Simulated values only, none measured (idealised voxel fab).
Process module, titled voxel wiring stack
Cross-section cut: width 240 nm, square cells of 5 nm.
If you're reading a cross-section in this doc, picture square cells in a grid; it comes to you as bands, top ones listed first down to the bottom, and a band can be one or more rows of cells. This entry defines a band. It first specifies the height of the band's top and the height of its bottom in nm, and then specifies the band's materials from left to right, stating each material with its width in nm. The word "everywhere" identifies a single material that fills the band from edge to edge, while the word "empty" identifies empty space. Height is counted from the level 0, under which the received wafer is composed throughout of one material. The lowest of the bands is not closed at the bottom but continues downward, in the notation "top 0, no bottom". A two-number width, for instance "30->40", indicates that the width is equal to the first number in the top row of the band and to the second number in the bottom row, and that it changes by a constant amount per row of cells. When a step is marked "no change", none of the cells in the cross-section changed during that step. Closed-off voids of 8+ cells (no open route to the top) go in "Closed internal cavities", written width x height at distance from the left edge, in nm. That trailing text on a step's line, after the settings, is the simulator's own remark on the step. The "overlay nm" setting may appear on a step's line; for a step that uses a mask, it gives how far to the right of its planned position the mask lay, and a negative value indicates the left.

The steps planned for the process are as follows
1: RECEIVE with material Si
2: CONFORMAL_DEP with material SiO2, thk nm 10
3: CONFORMAL_DEP with material SiN, thk nm 5
4: DIRECTIONAL_DEP with material lowk, thk nm 15
5: DIRECTIONAL_DEP with material aC, thk nm 15
6: PATTERN with tone open, mask id METAL_1, material resist, width nm 30, pitch nm 45, thk nm 35, overlay nm 0
7: DIRECTIONAL_ETCH with etch materials aC, depth nm 15
8: STRIP with etch materials resist
9: DIRECTIONAL_ETCH with etch materials lowk, depth nm 15
10: DIRECTIONAL_ETCH with etch materials SiN, depth nm 5
11: STRIP with etch materials aC
12: CONFORMAL_DEP with material TiN, thk nm 5
13: FILL_DEP with material W, thk nm 10
14: CMP with height nm 30
15: EPI with material Ru, thk nm 5
16: FILL_DEP with material SiCN, thk nm 5
17: DIRECTIONAL_DEP with material SiO2, thk nm 10
18: DIRECTIONAL_DEP with material aC, thk nm 15
19: PATTERN with tone open, mask id PLUG_1, material resist, width nm 15, pitch nm 45, thk nm 30, overlay nm 0
20: DIRECTIONAL_ETCH with etch materials aC, depth nm 15
21: STRIP with etch materials resist
22: DIRECTIONAL_ETCH with etch materials SiO2, depth nm 10
23: DIRECTIONAL_ETCH with etch materials SiCN, depth nm 5
24: STRIP with etch materials aC
25: EPI with material Ru, thk nm 10
26: EPI with material Ru, thk nm 5
27: CONFORMAL_DEP with material SiN, thk nm 5
28: DIRECTIONAL_DEP with material lowk, thk nm 25
29: DIRECTIONAL_DEP with material aC, thk nm 10
30: PATTERN with tone open, mask id METAL_2, material resist, width nm 30, pitch nm 45, thk nm 25, overlay nm 0
31: DIRECTIONAL_ETCH with etch materials aC, depth nm 10
32: STRIP with etch materials resist
33: DIRECTIONAL_ETCH with etch materials lowk, depth nm 25
34: DIRECTIONAL_ETCH with etch materials SiN, depth nm 5
35: STRIP with etch materials aC
36: CONFORMAL_DEP with material TiN, thk nm 5
37: FILL_DEP with material W, thk nm 10
38: CMP with height nm 80
39: CONFORMAL_DEP with material SiCN, thk nm 5

So this is the incoming wafer in cross-section - it's already been through step 1
    top 0, no bottom: Si everywhere
    Closed internal cavities: none

Looking at the first of two wafers in cross-section at end of module - ran to plan
    top 85, bottom 80: SiCN everywhere
    top 80, bottom 55: lowk 80 nm, then TiN 5 nm, then W 20 nm, then TiN 5 nm, then lowk 15 nm, then TiN 5 nm, then W 20 nm, then TiN 5 nm, then lowk 85 nm
    top 55, bottom 50: SiN 80 nm, then TiN 30 nm, then SiN 15 nm, then TiN 30 nm, then SiN 85 nm
    top 50, bottom 40: SiO2 80 nm, then Ru 15 nm, then SiO2 30 nm, then Ru 15 nm, then SiO2 100 nm
    top 40, bottom 30: SiCN 80->75 nm, then Ru 15->40 nm, then SiCN 30->5 nm, then Ru 15->40 nm, then SiCN 100->80 nm
    top 30, bottom 15: lowk 80 nm, then TiN 5 nm, then W 20 nm, then TiN 5 nm, then lowk 15 nm, then TiN 5 nm, then W 20 nm, then TiN 5 nm, then lowk 85 nm
    top 15, bottom 10: SiN 80 nm, then TiN 30 nm, then SiN 15 nm, then TiN 30 nm, then SiN 85 nm
    top 10, bottom 0: SiO2 everywhere
    top 0, no bottom: Si everywhere
    Closed internal cavities: none

Second of two wafers, module complete, sectioned: it shares the first wafer's start and plan but was run with one mistake
    top 85, bottom 80: SiCN everywhere
    top 80, bottom 55: lowk 80 nm, then TiN 5 nm, then W 20 nm, then TiN 5 nm, then lowk 15 nm, then TiN 5 nm, then W 20 nm, then TiN 5 nm, then lowk 85 nm
    top 55, bottom 50: SiN 80 nm, then TiN 30 nm, then SiN 15 nm, then TiN 30 nm, then SiN 85 nm
    top 50, bottom 40: SiO2 80 nm, then Ru 15 nm, then SiO2 30 nm, then Ru 15 nm, then SiO2 100 nm
    top 40, bottom 30: SiCN 80->75 nm, then Ru 15->40 nm, then SiCN 30->5 nm, then Ru 15->40 nm, then SiCN 100->80 nm
    top 30, bottom 20: lowk 80 nm, then TiN 5 nm, then W 20 nm, then TiN 5 nm, then lowk 15 nm, then TiN 5 nm, then W 20 nm, then TiN 5 nm, then lowk 85 nm
    top 20, bottom 15: lowk 80 nm, then TiN 30 nm, then lowk 15 nm, then TiN 30 nm, then lowk 85 nm
    top 15, bottom 5: SiO2 everywhere
    top 5, bottom 0: SiN everywhere
    top 0, no bottom: Si everywhere
    Closed internal cavities: none
Against the plan, the run slipped here: mixed up steps 2 and 3 - ran each in the other's place
at the end the second wafer has, in cells: SiN +12, TiN -4, W -8
